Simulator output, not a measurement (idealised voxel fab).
process module | voxel gate over fins
cross-section cut | 160 nm wide | cells 5 nm
A cross-section is a grid of square cells, given in bands from the top down. A band is one or more rows of cells.
Each band's line starts with the height of the band's top and of its bottom, in nm. Then come its materials from left to right, each with its width in nm. One material with "throughout" fills the band from edge to edge. "air" is empty space.
Height 0 is the level under which the wafer as received is all one material. The lowest band goes on downwards, as in "0 down".
A width such as "30 to 40" changes by the same amount from each row of cells to the next, from the band's top row to its bottom row.
"no change" after a step means that no cell of the cross-section changed.
closed voids: empty space of 8 cells or more with no open way to the top, each as width x height at its distance from the left edge, in nm
after a step's settings: what the simulator itself notes on the step
overlay nm, on a step with a mask: how far to the right of its planned place the mask lay; to the left if negative
plan
1 op RECEIVE | material Si
2 op CONFORMAL_DEP | material SiN | thk nm 5
3 op DIRECTIONAL_DEP | material aC | thk nm 10
4 op PATTERN | tone cover | mask id FINS | material resist | width nm 15 | pitch nm 35 | thk nm 30 | overlay nm 0
5 op DIRECTIONAL_ETCH | etch materials aC | depth nm 10
6 op STRIP | etch materials resist
7 op DIRECTIONAL_ETCH | etch materials SiN | depth nm 5
8 op DIRECTIONAL_ETCH | etch materials Si | depth nm 30
9 op STRIP | etch materials aC
10 op OXIDIZE | depth nm 5
11 op FILL_DEP | material SiO2 | thk nm 10
12 op CMP | height nm 5
13 op SELECTIVE_ETCH | etch materials SiO2 | depth nm 15
14 op STRIP | etch materials SiN
15 op CONFORMAL_DEP | material HfO2 | thk nm 5
16 op CONFORMAL_DEP | material TiN | thk nm 5
17 op CONFORMAL_DEP | material TiAl | thk nm 5
18 op CONFORMAL_DEP | material TiN | thk nm 5
19 op FILL_DEP | material W | thk nm 10
20 op CMP | height nm 25
21 op CONFORMAL_DEP | material SiCN | thk nm 5
first wafer, as planned
as received, after step 1
  0 down: Si throughout
  closed voids: none
after step 2
  5 to 0: SiN throughout
  below 0: unchanged
after step 3
  15 to 5: aC throughout
  below 5: unchanged
after step 4
  45 to 15: air 55 | resist 15 | air 20 | resist 15 | air 55
  below 15: unchanged
after step 5
  35 to 15: air 55 | resist 15 | air 20 | resist 15 | air 55
  15 to 5: air 55 | aC 15 | air 20 | aC 15 | air 55
  below 5: unchanged
after step 6
  15 to 5: air 55 | aC 15 | air 20 | aC 15 | air 55
  below 5: unchanged
after step 7
  15 to 5: air 55 | aC 15 | air 20 | aC 15 | air 55
  5 to 0: air 55 | SiN 15 | air 20 | SiN 15 | air 55
  below 0: unchanged
after step 8
  15 to 5: air 55 | aC 15 | air 20 | aC 15 | air 55
  5 to 0: air 55 | SiN 15 | air 20 | SiN 15 | air 55
  0 to -30: air 55 | Si 15 | air 20 | Si 15 | air 55
  below -30: unchanged
after step 9
  5 to 0: air 55 | SiN 15 | air 20 | SiN 15 | air 55
  below 0: unchanged
after step 10
  5 to 0: air 55 | SiN 15 | air 20 | SiN 15 | air 55
  0 to -30: air 55 | SiO2 5 | Si 5 | SiO2 5 | air 20 | SiO2 5 | Si 5 | SiO2 5 | air 55
  -30 to -35: SiO2 60 | Si 5 | SiO2 30 | Si 5 | SiO2 60
  below -35: unchanged
after step 11
  15 to 5: SiO2 throughout
  5 to 0: SiO2 55 | SiN 15 | SiO2 20 | SiN 15 | SiO2 55
  0 to -35: SiO2 60 | Si 5 | SiO2 30 | Si 5 | SiO2 60
  below -35: unchanged
after step 12
  5 to 0: SiO2 55 | SiN 15 | SiO2 20 | SiN 15 | SiO2 55
  below 0: unchanged
after step 13
  5 to 0: air 55 | SiN 15 | air 20 | SiN 15 | air 55
  0 to -10: air 60 | Si 5 | air 30 | Si 5 | air 60
  below -10: unchanged
after step 14
  0 to -10: air 60 | Si 5 | air 30 | Si 5 | air 60
  below -10: unchanged
after step 15
  5 to 0: air 55 | HfO2 15 | air 20 | HfO2 15 | air 55
  0 to -5: air 55 | HfO2 5 | Si 5 | HfO2 5 | air 20 | HfO2 5 | Si 5 | HfO2 5 | air 55
  -5 to -10: HfO2 60 | Si 5 | HfO2 30 | Si 5 | HfO2 60
  below -10: unchanged
after step 16
  10 to 5: air 50 | TiN 25 | air 10 | TiN 25 | air 50
  5 to 0: air 50 | TiN 5 | HfO2 15 | TiN 5 | air 10 | TiN 5 | HfO2 15 | TiN 5 | air 50
  0 to -5: TiN 55 | HfO2 5 | Si 5 | HfO2 5 | TiN 20 | HfO2 5 | Si 5 | HfO2 5 | TiN 55
  below -5: unchanged
after step 17
  15 to 10: air 45 | TiAl 70 | air 45
  10 to 5: air 45 | TiAl 5 | TiN 25 | TiAl 10 | TiN 25 | TiAl 5 | air 45
  5 to 0: TiAl 50 | TiN 5 | HfO2 15 | TiN 5 | TiAl 10 | TiN 5 | HfO2 15 | TiN 5 | TiAl 50
  below 0: unchanged
after step 18
  20 to 15: air 40 | TiN 80 | air 40
  15 to 10: air 40 | TiN 5 | TiAl 70 | TiN 5 | air 40
  10 to 5: TiN 45 | TiAl 5 | TiN 25 | TiAl 10 | TiN 25 | TiAl 5 | TiN 45
  below 5: unchanged
after step 19
  30 to 20: W throughout
  20 to 15: W 40 | TiN 80 | W 40
  15 to 10: W 40 | TiN 5 | TiAl 70 | TiN 5 | W 40
  below 10: unchanged
after step 20
  25 to 20: W throughout
  below 20: unchanged
after step 21
  30 to 25: SiCN throughout
  below 25: unchanged
second wafer: like start, like plan, one mistake. Through step 3 it matches the first wafer
when step 4 should have ended
  45 to 15: air 45 | resist 15 | air 20 | resist 15 | air 65
  below 15: unchanged
when step 5 should have ended
  35 to 15: air 45 | resist 15 | air 20 | resist 15 | air 65
  15 to 5: air 45 | aC 15 | air 20 | aC 15 | air 65
  below 5: unchanged
when step 6 should have ended
  15 to 5: air 45 | aC 15 | air 20 | aC 15 | air 65
  below 5: unchanged
when step 7 should have ended
  15 to 5: air 45 | aC 15 | air 20 | aC 15 | air 65
  5 to 0: air 45 | SiN 15 | air 20 | SiN 15 | air 65
  below 0: unchanged
when step 8 should have ended
  15 to 5: air 45 | aC 15 | air 20 | aC 15 | air 65
  5 to 0: air 45 | SiN 15 | air 20 | SiN 15 | air 65
  0 to -30: air 45 | Si 15 | air 20 | Si 15 | air 65
  below -30: unchanged
when step 9 should have ended
  5 to 0: air 45 | SiN 15 | air 20 | SiN 15 | air 65
  below 0: unchanged
when step 10 should have ended
  5 to 0: air 45 | SiN 15 | air 20 | SiN 15 | air 65
  0 to -30: air 45 | SiO2 5 | Si 5 | SiO2 5 | air 20 | SiO2 5 | Si 5 | SiO2 5 | air 65
  -30 to -35: SiO2 50 | Si 5 | SiO2 30 | Si 5 | SiO2 70
  below -35: unchanged
when step 11 should have ended
  15 to 5: SiO2 throughout
  5 to 0: SiO2 45 | SiN 15 | SiO2 20 | SiN 15 | SiO2 65
  0 to -35: SiO2 50 | Si 5 | SiO2 30 | Si 5 | SiO2 70
  below -35: unchanged
when step 12 should have ended
  5 to 0: SiO2 45 | SiN 15 | SiO2 20 | SiN 15 | SiO2 65
  below 0: unchanged
when step 13 should have ended
  5 to 0: air 45 | SiN 15 | air 20 | SiN 15 | air 65
  0 to -10: air 50 | Si 5 | air 30 | Si 5 | air 70
  below -10: unchanged
when step 14 should have ended
  0 to -10: air 50 | Si 5 | air 30 | Si 5 | air 70
  below -10: unchanged
when step 15 should have ended
  5 to 0: air 45 | HfO2 15 | air 20 | HfO2 15 | air 65
  0 to -5: air 45 | HfO2 5 | Si 5 | HfO2 5 | air 20 | HfO2 5 | Si 5 | HfO2 5 | air 65
  -5 to -10: HfO2 50 | Si 5 | HfO2 30 | Si 5 | HfO2 70
  below -10: unchanged
when step 16 should have ended
  10 to 5: air 40 | TiN 25 | air 10 | TiN 25 | air 60
  5 to 0: air 40 | TiN 5 | HfO2 15 | TiN 5 | air 10 | TiN 5 | HfO2 15 | TiN 5 | air 60
  0 to -5: TiN 45 | HfO2 5 | Si 5 | HfO2 5 | TiN 20 | HfO2 5 | Si 5 | HfO2 5 | TiN 65
  below -5: unchanged
when step 17 should have ended
  15 to 10: air 35 | TiAl 70 | air 55
  10 to 5: air 35 | TiAl 5 | TiN 25 | TiAl 10 | TiN 25 | TiAl 5 | air 55
  5 to 0: TiAl 40 | TiN 5 | HfO2 15 | TiN 5 | TiAl 10 | TiN 5 | HfO2 15 | TiN 5 | TiAl 60
  below 0: unchanged
when step 18 should have ended
  20 to 15: air 30 | TiN 80 | air 50
  15 to 10: air 30 | TiN 5 | TiAl 70 | TiN 5 | air 50
  10 to 5: TiN 35 | TiAl 5 | TiN 25 | TiAl 10 | TiN 25 | TiAl 5 | TiN 55
  below 5: unchanged
when step 19 should have ended
  30 to 20: W throughout
  20 to 15: W 30 | TiN 80 | W 50
  15 to 10: W 30 | TiN 5 | TiAl 70 | TiN 5 | W 50
  below 10: unchanged
when step 20 should have ended
  25 to 20: W throughout
  below 20: unchanged
when step 21 should have ended
  30 to 25: SiCN throughout
  below 25: unchanged
what went wrong: step 4 ran as: op PATTERN | tone cover | mask id FINS | material resist | width nm 15 | pitch nm 35 | thk nm 30 | overlay nm -10
at the end the second wafer has, in cells: as many of each material as the first, in other places
